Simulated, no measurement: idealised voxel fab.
Herein follows the process module entitled voxel capacitor over wiring.
This is section cut - it's 190 nm across, gridded in 5 nm square cells.
In this document a cross-section is written as a grid of square cells. It is given as a series of bands, listed from the top down, and a band is one or more rows of cells.
Read a band's entry like this: the first values are the height of its top and the height of its bottom in nm, and what follows is the sequence of materials from left to right, each with its width in nm. Note that "air" is empty space, and that a single material marked "everywhere" reaches across the band from edge to edge.
Note: height 0 marks the level under which the wafer is uniformly one material as received. Lowest band unbounded below, written "0 -> down".
Width: "30..40" (first number = top row, second number = bottom row, same change from row to row of cells).
No cell of the cross-section changed in a step that is given as "no change occurred".
Basically, "Fully sealed voids" tells you about the enclosed voids: empty spaces with no open way to the top, 8 cells or bigger, each written width x height at distance, where distance is from the left edge, all in nm.
Heads up: the bit after the settings on a step's line is the simulator's remark on that step.
overlay nm: mask right of planned place by this much (step with mask). Neg. = left.

[Steps planned for the process]
step 1: RECEIVE,material Si
step 2: CONFORMAL_DEP,material SiO2,thk nm 10
step 3: DIRECTIONAL_DEP,material TiN,thk nm 5
step 4: DIRECTIONAL_DEP,material W,thk nm 25
step 5: DIRECTIONAL_DEP,material aC,thk nm 10
step 6: PATTERN,tone cover,mask id METAL_1,material resist,width nm 20,pitch nm 75,thk nm 30,overlay nm 0
step 7: DIRECTIONAL_ETCH,etch materials aC,depth nm 10
step 8: STRIP,etch materials resist
step 9: DIRECTIONAL_ETCH,etch materials W,depth nm 25
step 10: DIRECTIONAL_ETCH,etch materials TiN,depth nm 5
step 11: STRIP,etch materials aC
step 12: FILL_DEP,material lowk,thk nm 10
step 13: CMP,height nm 40
step 14: CONFORMAL_DEP,material SiCN,thk nm 5
step 15: DIRECTIONAL_DEP,material lowk,thk nm 15
step 16: MASKED_ETCH,tone open,mask id PLUG_1,width nm 15,etch materials lowk,depth nm 15,overlay nm 0
step 17: MASKED_ETCH,tone open,mask id PLUG_1,width nm 15,etch materials SiCN,depth nm 5,overlay nm 0
step 18: CONFORMAL_DEP,material TiN,thk nm 5
step 19: FILL_DEP,material Cu,thk nm 5
step 20: CMP,height nm 60
step 21: DIRECTIONAL_DEP,material TiN,thk nm 10
step 22: DIRECTIONAL_DEP,material SiN,thk nm 5
step 23: DIRECTIONAL_DEP,material TiN,thk nm 10
step 24: PATTERN,tone cover,mask id UPPER_PLATE,material resist,width nm 60,thk nm 15,overlay nm 0
step 25: DIRECTIONAL_ETCH,etch materials TiN,depth nm 10
step 26: DIRECTIONAL_ETCH,etch materials SiN,depth nm 5
step 27: STRIP,etch materials resist
step 28: PATTERN,tone cover,mask id LOWER_PLATE,material resist,width nm 70,thk nm 15,overlay nm 0
step 29: DIRECTIONAL_ETCH,etch materials TiN,depth nm 10
step 30: STRIP,etch materials resist
step 31: FILL_DEP,material SiO2,thk nm 20
step 32: CMP,height nm 100
step 33: MASKED_ETCH,tone open,mask id PLUG_2,width nm 15,etch materials SiO2,depth nm 15,overlay nm 0
step 34: CONFORMAL_DEP,material TiN,thk nm 5
step 35: FILL_DEP,material Cu,thk nm 10
step 36: CMP,height nm 100
step 37: CONFORMAL_DEP,material SiCN,thk nm 5

[Incoming wafer in cross-section (state: after step 1)]
  0 -> down  Si everywhere
  Fully sealed voids: none

[Cross-section, end of module. Start: as above. Plan: as above. Execution: one mistake]
  110 -> 105  SiCN everywhere
  105 -> 100  65 nm TiN; 5 nm Cu; 120 nm TiN
  100 -> 90  60 nm SiO2; 5 nm TiN; 5 nm Cu; 5 nm TiN; 115 nm SiO2
  90 -> 85  60 nm SiO2; 15 nm TiN; 115 nm SiO2
  85 -> 75  50 nm SiO2; 60 nm TiN; 80 nm SiO2
  75 -> 70  50 nm SiO2; 60 nm SiN; 80 nm SiO2
  70 -> 60  45 nm SiO2; 70 nm TiN; 75 nm SiO2
  60 -> 45  50 nm lowk; 5 nm TiN; 5 nm Cu; 5 nm TiN; 125 nm lowk
  45 -> 40  50 nm SiCN; 15 nm TiN; 125 nm SiCN
  40 -> 15  45 nm lowk; 20 nm W; 55 nm lowk; 20 nm W; 50 nm lowk
  15 -> 10  45 nm lowk; 20 nm TiN; 55 nm lowk; 20 nm TiN; 50 nm lowk
  10 -> 0  SiO2 everywhere
  0 -> down  Si everywhere
  Fully sealed voids: none
The mistake made against the process plan was this: step 36 was processed under conditions differing from the plan, specifically as CMP,height nm 105
